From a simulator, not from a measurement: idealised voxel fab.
process module | voxel double patterning
cross-section cut | 295 nm wide | cells 5 nm
A cross-section is a grid of square cells, given in bands from the top down. A band is one or more rows of cells.
Each band's line starts with the height of the band's top and of its bottom, in nm. Then come its materials from left to right, each with its width in nm. One material with "throughout" fills the band from edge to edge. "air" is empty space.
Height 0 is the level under which the wafer as received is all one material. The lowest band goes on downwards, as in "0 down".
A width such as "30 to 40" changes by the same amount from each row of cells to the next, from the band's top row to its bottom row.
"no change" after a step means that no cell of the cross-section changed.
closed voids: empty space of 8 cells or more with no open way to the top, each as width x height at its distance from the left edge, in nm
after a step's settings: what the simulator itself notes on the step
overlay nm, on a step with a mask: how far to the right of its planned place the mask lay; to the left if negative
plan
1 op RECEIVE | material Si
2 op CONFORMAL_DEP | material SiN | thk nm 10
3 op DIRECTIONAL_DEP | material SiO2 | thk nm 20
4 op DIRECTIONAL_DEP | material SiCN | thk nm 10
5 op PATTERN | tone open | mask id FIRST | material resist | width nm 15 | pitch nm 50 | thk nm 15 | overlay nm 0
6 op DIRECTIONAL_ETCH | etch materials SiCN | depth nm 10
7 op STRIP | etch materials resist
8 op DIRECTIONAL_DEP | material aC | thk nm 15
9 op PATTERN | tone open | mask id SECOND | material resist | width nm 15 | thk nm 35 | overlay nm 0
10 op DIRECTIONAL_ETCH | etch materials aC | depth nm 15
11 op STRIP | etch materials resist
12 op DIRECTIONAL_ETCH | etch materials SiCN | depth nm 10
13 op STRIP | etch materials aC
14 op DIRECTIONAL_ETCH | etch materials SiO2 | depth nm 20
15 op STRIP | etch materials SiCN
first wafer, as planned
as received, after step 1
  0 down: Si throughout
  closed voids: none
after step 2
  10 to 0: SiN throughout
  below 0: unchanged
after step 3
  30 to 10: SiO2 throughout
  below 10: unchanged
after step 4
  40 to 30: SiCN throughout
  below 30: unchanged
after step 5
  55 to 40: resist 115 | air 15 | resist 35 | air 15 | resist 115
  below 40: unchanged
after step 6
  55 to 40: resist 115 | air 15 | resist 35 | air 15 | resist 115
  40 to 30: SiCN 115 | air 15 | SiCN 35 | air 15 | SiCN 115
  below 30: unchanged
after step 7
  40 to 30: SiCN 115 | air 15 | SiCN 35 | air 15 | SiCN 115
  below 30: unchanged
after step 8
  55 to 45: aC 115 | air 15 | aC 35 | air 15 | aC 115
  45 to 40: aC throughout
  40 to 30: SiCN 115 | aC 15 | SiCN 35 | aC 15 | SiCN 115
  below 30: unchanged
after step 9
  90 to 55: resist 140 | air 15 | resist 140
  55 to 45: aC 115 | resist 15 | aC 35 | resist 15 | aC 115
  below 45: unchanged
after step 10
  75 to 55: resist 140 | air 15 | resist 140
  55 to 45: aC 115 | resist 15 | aC 10 | air 15 | aC 10 | resist 15 | aC 115
  45 to 40: aC 140 | air 15 | aC 140
  below 40: unchanged
after step 11
  55 to 45: aC 115 | air 15 | aC 10 | air 15 | aC 10 | air 15 | aC 115
  below 45: unchanged
after step 12
  55 to 45: aC 115 | air 15 | aC 10 | air 15 | aC 10 | air 15 | aC 115
  45 to 40: aC 140 | air 15 | aC 140
  40 to 30: SiCN 115 | aC 15 | SiCN 10 | air 15 | SiCN 10 | aC 15 | SiCN 115
  below 30: unchanged
after step 13
  40 to 30: SiCN 115 | air 15 | SiCN 10 | air 15 | SiCN 10 | air 15 | SiCN 115
  below 30: unchanged
after step 14
  40 to 30: SiCN 115 | air 15 | SiCN 10 | air 15 | SiCN 10 | air 15 | SiCN 115
  30 to 10: SiO2 115 | air 15 | SiO2 10 | air 15 | SiO2 10 | air 15 | SiO2 115
  below 10: unchanged
after step 15
  30 to 10: SiO2 115 | air 15 | SiO2 10 | air 15 | SiO2 10 | air 15 | SiO2 115
  below 10: unchanged
second wafer: like start, like plan, one mistake. Through step 4 it matches the first wafer
when step 5 should have ended
  55 to 40: resist 105 | air 15 | resist 35 | air 15 | resist 125
  below 40: unchanged
when step 6 should have ended
  55 to 40: resist 105 | air 15 | resist 35 | air 15 | resist 125
  40 to 30: SiCN 105 | air 15 | SiCN 35 | air 15 | SiCN 125
  below 30: unchanged
when step 7 should have ended
  40 to 30: SiCN 105 | air 15 | SiCN 35 | air 15 | SiCN 125
  below 30: unchanged
when step 8 should have ended
  55 to 45: aC 105 | air 15 | aC 35 | air 15 | aC 125
  45 to 40: aC throughout
  40 to 30: SiCN 105 | aC 15 | SiCN 35 | aC 15 | SiCN 125
  below 30: unchanged
when step 9 should have ended
  90 to 55: resist 140 | air 15 | resist 140
  55 to 45: aC 105 | resist 15 | aC 35 | resist 15 | aC 125
  below 45: unchanged
when step 10 should have ended
  75 to 55: resist 140 | air 15 | resist 140
  55 to 45: aC 105 | resist 15 | aC 20 | air 15 | resist 15 | aC 125
  45 to 40: aC 140 | air 15 | aC 140
  below 40: unchanged
when step 11 should have ended
  55 to 45: aC 105 | air 15 | aC 20 | air 30 | aC 125
  below 45: unchanged
when step 12 should have ended
  55 to 45: aC 105 | air 15 | aC 20 | air 30 | aC 125
  45 to 40: aC 140 | air 15 | aC 140
  40 to 30: SiCN 105 | aC 15 | SiCN 20 | air 15 | aC 15 | SiCN 125
  below 30: unchanged
when step 13 should have ended
  40 to 30: SiCN 105 | air 15 | SiCN 20 | air 30 | SiCN 125
  below 30: unchanged
when step 14 should have ended
  40 to 30: SiCN 105 | air 15 | SiCN 20 | air 30 | SiCN 125
  30 to 10: SiO2 105 | air 15 | SiO2 20 | air 30 | SiO2 125
  below 10: unchanged
when step 15 should have ended
  30 to 10: SiO2 105 | air 15 | SiO2 20 | air 30 | SiO2 125
  below 10: unchanged
what went wrong: step 5 ran as: op PATTERN | tone open | mask id FIRST | material resist | width nm 15 | pitch nm 50 | thk nm 15 | overlay nm -10
at the end the second wafer has, in cells: as many of each material as the first, in other places
